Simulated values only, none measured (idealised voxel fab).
process module | voxel gate over fins
Displayed cross-section: cut, width of 260 nm, square cells sized 5 nm.
Cross-section format: a grid of square cells, given as bands from top to bottom; each band is one or more rows of cells. Heads up on the band format: heights come first, top then bottom, in nm. After that it's the materials left to right, each with its width in nm. A single material flagged "throughout" fills the whole band edge to edge, and "air" means there's empty space there. It should be noted that heights are counted from 0, beneath which the wafer as supplied is of one material throughout, and that the lowest band possesses no lower boundary but continues downward, as written in "from 0 down". Width "30->40": first value at the band's top row of cells, second value at its bottom row, equal change from row to row. "no change" (step): cross-section cells unchanged, all of them. Voids not open to the top, 8 cells minimum: see "Trapped voids". Written width x height at distance; distance is from the left edge; nm. Note: text after step settings on the step line = simulator remark on that step. overlay nm: on a step with a mask, how far right of its planned place the mask lay; negative means left.

# Process steps (planned)
1: RECEIVE [material Si]
2: CONFORMAL_DEP [material SiN] [thk nm 10]
3: MASKED_ETCH [tone cover] [mask id FINS] [width nm 15] [pitch nm 45] [etch materials SiN] [depth nm 10] [overlay nm 0]
4: MASKED_ETCH [tone cover] [mask id FINS] [width nm 15] [pitch nm 45] [etch materials Si] [depth nm 35] [overlay nm 0]
5: OXIDIZE [depth nm 5]
6: FILL_DEP [material SiO2] [thk nm 15]
7: CMP [height nm 10]
8: SELECTIVE_ETCH [etch materials SiO2] [depth nm 20]
9: STRIP [etch materials SiN]
10: CONFORMAL_DEP [material HfO2] [thk nm 5]
11: CONFORMAL_DEP [material TiN] [thk nm 5]
12: CONFORMAL_DEP [material TiAl] [thk nm 5]
13: CONFORMAL_DEP [material TiN] [thk nm 5]
14: FILL_DEP [material W] [thk nm 15]
15: CMP [height nm 30]
16: CONFORMAL_DEP [material SiN] [thk nm 10]

# First of two wafers: run as planned

# Here's what the wafer looked like in cross-section when it arrived - that's after step 1
* from 0 down | Si throughout
* Trapped voids: none

# Cross-sectional representation of the wafer at the conclusion of step 2
* from 10 to 0 | SiN throughout
* No changes below 0.

# Cross-sectional representation of the wafer at the conclusion of step 3
* from 10 to 0 | air 75 nm, SiN 15 nm, air 30 nm, SiN 15 nm, air 30 nm, SiN 15 nm, air 80 nm
* No changes below 0.

# Cross-sectional representation of the wafer at the conclusion of step 4
* from 10 to 0 | air 75 nm, SiN 15 nm, air 30 nm, SiN 15 nm, air 30 nm, SiN 15 nm, air 80 nm
* from 0 to -35 | air 75 nm, Si 15 nm, air 30 nm, Si 15 nm, air 30 nm, Si 15 nm, air 80 nm
* No changes below -35.

# Cross-sectional representation of the wafer at the conclusion of step 5
* from 10 to 0 | air 75 nm, SiN 15 nm, air 30 nm, SiN 15 nm, air 30 nm, SiN 15 nm, air 80 nm
* from 0 to -35 | air 75 nm, SiO2 5 nm, Si 5 nm, SiO2 5 nm, air 30 nm, SiO2 5 nm, Si 5 nm, SiO2 5 nm, air 30 nm, SiO2 5 nm, Si 5 nm, SiO2 5 nm, air 80 nm
* from -35 to -40 | SiO2 80 nm, Si 5 nm, SiO2 40 nm, Si 5 nm, SiO2 40 nm, Si 5 nm, SiO2 85 nm
* No changes below -40.

# Cross-sectional representation of the wafer at the conclusion of step 6
* from 25 to 10 | SiO2 throughout
* from 10 to 0 | SiO2 75 nm, SiN 15 nm, SiO2 30 nm, SiN 15 nm, SiO2 30 nm, SiN 15 nm, SiO2 80 nm
* from 0 to -40 | SiO2 80 nm, Si 5 nm, SiO2 40 nm, Si 5 nm, SiO2 40 nm, Si 5 nm, SiO2 85 nm
* No changes below -40.

# Cross-sectional representation of the wafer at the conclusion of step 7
* from 10 to 0 | SiO2 75 nm, SiN 15 nm, SiO2 30 nm, SiN 15 nm, SiO2 30 nm, SiN 15 nm, SiO2 80 nm
* No changes below 0.

# Cross-sectional representation of the wafer at the conclusion of step 8
* from 10 to 0 | air 75 nm, SiN 15 nm, air 30 nm, SiN 15 nm, air 30 nm, SiN 15 nm, air 80 nm
* from 0 to -10 | air 80 nm, Si 5 nm, air 40 nm, Si 5 nm, air 40 nm, Si 5 nm, air 85 nm
* No changes below -10.

# Cross-sectional representation of the wafer at the conclusion of step 9
* from 0 to -10 | air 80 nm, Si 5 nm, air 40 nm, Si 5 nm, air 40 nm, Si 5 nm, air 85 nm
* No changes below -10.

# Cross-sectional representation of the wafer at the conclusion of step 10
* from 5 to 0 | air 75 nm, HfO2 15 nm, air 30 nm, HfO2 15 nm, air 30 nm, HfO2 15 nm, air 80 nm
* from 0 to -5 | air 75 nm, HfO2 5 nm, Si 5 nm, HfO2 5 nm, air 30 nm, HfO2 5 nm, Si 5 nm, HfO2 5 nm, air 30 nm, HfO2 5 nm, Si 5 nm, HfO2 5 nm, air 80 nm
* from -5 to -10 | HfO2 80 nm, Si 5 nm, HfO2 40 nm, Si 5 nm, HfO2 40 nm, Si 5 nm, HfO2 85 nm
* No changes below -10.

# Cross-sectional representation of the wafer at the conclusion of step 11
* from 10 to 5 | air 70 nm, TiN 25 nm, air 20 nm, TiN 25 nm, air 20 nm, TiN 25 nm, air 75 nm
* from 5 to 0 | air 70 nm, TiN 5 nm, HfO2 15 nm, TiN 5 nm, air 20 nm, TiN 5 nm, HfO2 15 nm, TiN 5 nm, air 20 nm, TiN 5 nm, HfO2 15 nm, TiN 5 nm, air 75 nm
* from 0 to -5 | TiN 75 nm, HfO2 5 nm, Si 5 nm, HfO2 5 nm, TiN 30 nm, HfO2 5 nm, Si 5 nm, HfO2 5 nm, TiN 30 nm, HfO2 5 nm, Si 5 nm, HfO2 5 nm, TiN 80 nm
* No changes below -5.

# Cross-sectional representation of the wafer at the conclusion of step 12
* from 15 to 10 | air 65 nm, TiAl 35 nm, air 10 nm, TiAl 35 nm, air 10 nm, TiAl 35 nm, air 70 nm
* from 10 to 5 | air 65 nm, TiAl 5 nm, TiN 25 nm, TiAl 5 nm, air 10 nm, TiAl 5 nm, TiN 25 nm, TiAl 5 nm, air 10 nm, TiAl 5 nm, TiN 25 nm, TiAl 5 nm, air 70 nm
* from 5 to 0 | TiAl 70 nm, TiN 5 nm, HfO2 15 nm, TiN 5 nm, TiAl 20 nm, TiN 5 nm, HfO2 15 nm, TiN 5 nm, TiAl 20 nm, TiN 5 nm, HfO2 15 nm, TiN 5 nm, TiAl 75 nm
* No changes below 0.

# Cross-sectional representation of the wafer at the conclusion of step 13
* from 20 to 15 | air 60 nm, TiN 135 nm, air 65 nm
* from 15 to 10 | air 60 nm, TiN 5 nm, TiAl 35 nm, TiN 10 nm, TiAl 35 nm, TiN 10 nm, TiAl 35 nm, TiN 5 nm, air 65 nm
* from 10 to 5 | TiN 65 nm, TiAl 5 nm, TiN 25 nm, TiAl 5 nm, TiN 10 nm, TiAl 5 nm, TiN 25 nm, TiAl 5 nm, TiN 10 nm, TiAl 5 nm, TiN 25 nm, TiAl 5 nm, TiN 70 nm
* No changes below 5.

# Cross-sectional representation of the wafer at the conclusion of step 14
* from 35 to 20 | W throughout
* from 20 to 15 | W 60 nm, TiN 135 nm, W 65 nm
* from 15 to 10 | W 60 nm, TiN 5 nm, TiAl 35 nm, TiN 10 nm, TiAl 35 nm, TiN 10 nm, TiAl 35 nm, TiN 5 nm, W 65 nm
* No changes below 10.

# Cross-sectional representation of the wafer at the conclusion of step 15
* from 30 to 20 | W throughout
* No changes below 20.

# Cross-sectional representation of the wafer at the conclusion of step 16
* from 40 to 30 | SiN throughout
* No changes below 30.

# The second wafer began exactly as the first did and followed the same plan, but one mistake was made while running it; through step 10 inclusive, the two wafers are identical

Cross-section, second wafer, at the end time the plan gives for step 11: no change

# Cross-section, second wafer, at the end time the plan gives for step 12
* from 10 to 5 | air 70 nm, TiAl 25 nm, air 20 nm, TiAl 25 nm, air 20 nm, TiAl 25 nm, air 75 nm
* from 5 to 0 | air 70 nm, TiAl 5 nm, HfO2 15 nm, TiAl 5 nm, air 20 nm, TiAl 5 nm, HfO2 15 nm, TiAl 5 nm, air 20 nm, TiAl 5 nm, HfO2 15 nm, TiAl 5 nm, air 75 nm
* from 0 to -5 | TiAl 75 nm, HfO2 5 nm, Si 5 nm, HfO2 5 nm, TiAl 30 nm, HfO2 5 nm, Si 5 nm, HfO2 5 nm, TiAl 30 nm, HfO2 5 nm, Si 5 nm, HfO2 5 nm, TiAl 80 nm
* No changes below -5.

# Cross-section, second wafer, at the end time the plan gives for step 13
* from 15 to 10 | air 65 nm, TiN 35 nm, air 10 nm, TiN 35 nm, air 10 nm, TiN 35 nm, air 70 nm
* from 10 to 5 | air 65 nm, TiN 5 nm, TiAl 25 nm, TiN 5 nm, air 10 nm, TiN 5 nm, TiAl 25 nm, TiN 5 nm, air 10 nm, TiN 5 nm, TiAl 25 nm, TiN 5 nm, air 70 nm
* from 5 to 0 | TiN 70 nm, TiAl 5 nm, HfO2 15 nm, TiAl 5 nm, TiN 20 nm, TiAl 5 nm, HfO2 15 nm, TiAl 5 nm, TiN 20 nm, TiAl 5 nm, HfO2 15 nm, TiAl 5 nm, TiN 75 nm
* No changes below 0.

# Cross-section, second wafer, at the end time the plan gives for step 14
* from 30 to 15 | W throughout
* from 15 to 10 | W 65 nm, TiN 35 nm, W 10 nm, TiN 35 nm, W 10 nm, TiN 35 nm, W 70 nm
* from 10 to 5 | W 65 nm, TiN 5 nm, TiAl 25 nm, TiN 5 nm, W 10 nm, TiN 5 nm, TiAl 25 nm, TiN 5 nm, W 10 nm, TiN 5 nm, TiAl 25 nm, TiN 5 nm, W 70 nm
* No changes below 5.

Cross-section, second wafer, at the end time the plan gives for step 15: no change

# Cross-section, second wafer, at the end time the plan gives for step 16
* from 40 to 30 | SiN throughout
* No changes below 30.
Deviation from plan: step 11 of the plan did not run at all; it was left out
Once processing is complete, comparing cell counts shows that the second wafer has more or fewer of certain materials than the first: TiN -64; W +64
